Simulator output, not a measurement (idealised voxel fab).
process module | voxel released beams
cross-section cut | 270 nm wide | cells 5 nm
A cross-section is a grid of square cells, given in bands from the top down. A band is one or more rows of cells.
Each band's line starts with the height of the band's top and of its bottom, in nm. Then come its materials from left to right, each with its width in nm. One material with "throughout" fills the band from edge to edge. "air" is empty space.
Height 0 is the level under which the wafer as received is all one material. The lowest band goes on downwards, as in "0 down".
A width such as "30 to 40" changes by the same amount from each row of cells to the next, from the band's top row to its bottom row.
"no change" after a step means that no cell of the cross-section changed.
closed voids: empty space of 8 cells or more with no open way to the top, each as width x height at its distance from the left edge, in nm
after a step's settings: what the simulator itself notes on the step
overlay nm, on a step with a mask: how far to the right of its planned place the mask lay; to the left if negative
plan
1 op RECEIVE | material Si
2 op CONFORMAL_DEP | material Al2O3 | thk nm 5
3 op DIRECTIONAL_DEP | material SiO2 | thk nm 10
4 op MASKED_ETCH | tone open | mask id ANCHOR | width nm 25 | etch materials SiO2 | depth nm 10 | overlay nm 0
5 op CONFORMAL_DEP | material W | thk nm 10
6 op MASKED_ETCH | tone cover | mask id BEAM | width nm 105 | etch materials W | depth nm 10 | overlay nm 0
7 op STRIP | etch materials SiO2
as received, after step 1
  0 down: Si throughout
  closed voids: none
a wafer at the end: this start, this plan, one mistake
  25 to 15: air 80 | W 105 | air 85
  15 to 5: W throughout
  5 to 0: Al2O3 throughout
  0 down: Si throughout
  closed voids: none
what went wrong: step 3 ran as: op DIRECTIONAL_DEP | material W | thk nm 10
